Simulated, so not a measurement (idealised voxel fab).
Name of the process module below: voxel capacitor over wiring
In the cross-section labelled cut, the width is 245 nm and each square cell is 5 nm.
Think of the cross-section as a grid of square cells. We describe it in bands, top to bottom, and each band covers one or more rows of those cells.
Per band: top height and bottom height in nm, followed by the left-to-right materials and their widths in nm; "all across" marks a single material spanning edge to edge, "empty" marks empty space.
Convention: height 0 is the level below which the wafer, as received, is all one material. The lowest band does not terminate at the bottom but continues downward, represented as "0 down".
You'd read "30..40" like this: the band's top row of cells is as wide as the first number, its bottom row is as wide as the second, and going down, every row changes width by the same amount as the row before did.
Take "left unchanged" at face value: in the step it is given for, the cross-section changed in none of its cells.
Entry "Enclosed void entries" = empty spaces >= 8 cells with no open way to the top; each as width x height at distance, distance from left edge, all nm.
Heads up: the bit after the settings on a step's line is the simulator's remark on that step.
overlay nm: mask offset rightward from planned place, masked step; negative means leftward offset.
## So here's the lineup of process steps we planned
| 1 | RECEIVE with material Si |
| 2 | CONFORMAL_DEP with material SiO2, thk nm 15 |
| 3 | DIRECTIONAL_DEP with material TiN, thk nm 5 |
| 4 | DIRECTIONAL_DEP with material Ru, thk nm 20 |
| 5 | PATTERN with tone cover, mask id METAL_1, material resist, width nm 25, pitch nm 75, thk nm 20, overlay nm 0 |
| 6 | DIRECTIONAL_ETCH with etch materials Ru, depth nm 20 |
| 7 | DIRECTIONAL_ETCH with etch materials TiN, depth nm 5 |
| 8 | STRIP with etch materials resist |
| 9 | CONFORMAL_DEP with material SiN, thk nm 5 |
| 10 | FILL_DEP with material lowk, thk nm 10 |
| 11 | CMP with height nm 40 |
| 12 | CONFORMAL_DEP with material SiCN, thk nm 5 |
| 13 | DIRECTIONAL_DEP with material SiO2, thk nm 10 |
| 14 | PATTERN with tone open, mask id PLUG_1, material resist, width nm 15, thk nm 20, overlay nm 0 |
| 15 | DIRECTIONAL_ETCH with etch materials SiO2, depth nm 10 |
| 16 | DIRECTIONAL_ETCH with etch materials SiCN, depth nm 5 |
| 17 | STRIP with etch materials resist |
| 18 | CONFORMAL_DEP with material TiN, thk nm 5 |
| 19 | FILL_DEP with material Ru, thk nm 5 |
| 20 | CMP with height nm 55 |
| 21 | DIRECTIONAL_DEP with material TiN, thk nm 5 |
| 22 | DIRECTIONAL_DEP with material HfO2, thk nm 5 |
| 23 | DIRECTIONAL_DEP with material TiN, thk nm 10 |
| 24 | DIRECTIONAL_DEP with material aC, thk nm 10 |
| 25 | PATTERN with tone cover, mask id UPPER_PLATE, material resist, width nm 55, thk nm 30, overlay nm 0 |
| 26 | DIRECTIONAL_ETCH with etch materials aC, depth nm 10 |
| 27 | STRIP with etch materials resist |
| 28 | DIRECTIONAL_ETCH with etch materials TiN, depth nm 10 |
| 29 | DIRECTIONAL_ETCH with etch materials HfO2, depth nm 5 |
| 30 | STRIP with etch materials aC |
| 31 | DIRECTIONAL_DEP with material aC, thk nm 15 |
| 32 | PATTERN with tone cover, mask id LOWER_PLATE, material resist, width nm 65, thk nm 30, overlay nm 0 |
| 33 | DIRECTIONAL_ETCH with etch materials aC, depth nm 15 |
| 34 | STRIP with etch materials resist |
| 35 | DIRECTIONAL_ETCH with etch materials TiN, depth nm 5 |
| 36 | STRIP with etch materials aC |
| 37 | FILL_DEP with material SiO2, thk nm 20 |
| 38 | CMP with height nm 90 |
| 39 | DIRECTIONAL_DEP with material aC, thk nm 10 |
| 40 | PATTERN with tone open, mask id PLUG_2, material resist, width nm 15, thk nm 30, overlay nm 0 |
| 41 | DIRECTIONAL_ETCH with etch materials aC, depth nm 10 |
| 42 | STRIP with etch materials resist |
| 43 | DIRECTIONAL_ETCH with etch materials SiO2, depth nm 15 |
| 44 | STRIP with etch materials aC |
| 45 | CONFORMAL_DEP with material TiN, thk nm 5 |
| 46 | FILL_DEP with material Cu, thk nm 10 |
| 47 | CMP with height nm 90 |
| 48 | CONFORMAL_DEP with material SiCN, thk nm 5 |
## Delivered wafer in cross-section: state after step 1
> 0 down | Si all across
> Enclosed void entries: none
## First of two wafers at the end of the module, shown in cross-section; run carried out as planned
> 95 to 90 | SiCN all across
> 90 to 80 | SiO2 90; TiN 5; Cu 5; TiN 5; SiO2 140
> 80 to 75 | SiO2 90; TiN 15; SiO2 140
> 75 to 65 | SiO2 80; TiN 55; SiO2 110
> 65 to 60 | SiO2 80; HfO2 55; SiO2 110
> 60 to 55 | SiO2 75; TiN 65; SiO2 105
> 55 to 45 | SiO2 80; TiN 5; Ru 5; TiN 5; SiO2 150
> 45 to 40 | SiCN 80; TiN 15; SiCN 150
> 40 to 20 | lowk 65; SiN 5; Ru 25; SiN 5; lowk 40; SiN 5; Ru 25; SiN 5; lowk 70
> 20 to 15 | SiN 70; TiN 25; SiN 50; TiN 25; SiN 75
> 15 to 0 | SiO2 all across
> 0 down | Si all across
> Enclosed void entries: none
## Wafer two cross-section, module end. Start and plan unchanged from wafer one; one mistake made during the run
> 95 to 90 | SiCN all across
> 90 to 80 | SiO2 90; TiN 5; Cu 5; TiN 5; SiO2 140
> 80 to 75 | SiO2 90; TiN 15; SiO2 140
> 75 to 65 | SiO2 80; TiN 55; SiO2 110
> 65 to 60 | SiO2 80; HfO2 55; SiO2 110
> 60 to 55 | HfO2 all across
> 55 to 45 | SiO2 80; TiN 5; Ru 5; TiN 5; SiO2 150
> 45 to 40 | SiCN 80; TiN 15; SiCN 150
> 40 to 20 | lowk 65; SiN 5; Ru 25; SiN 5; lowk 40; SiN 5; Ru 25; SiN 5; lowk 70
> 20 to 15 | SiN 70; TiN 25; SiN 50; TiN 25; SiN 75
> 15 to 0 | SiO2 all across
> 0 down | Si all across
> Enclosed void entries: none
Short version of what went wrong: not per plan at step 21, really ran DIRECTIONAL_DEP with material HfO2, thk nm 5
Wrapping up, a cell-based count of both wafers puts the second over or under the first for these materials: HfO2 +49 | SiO2 -36 | TiN -13
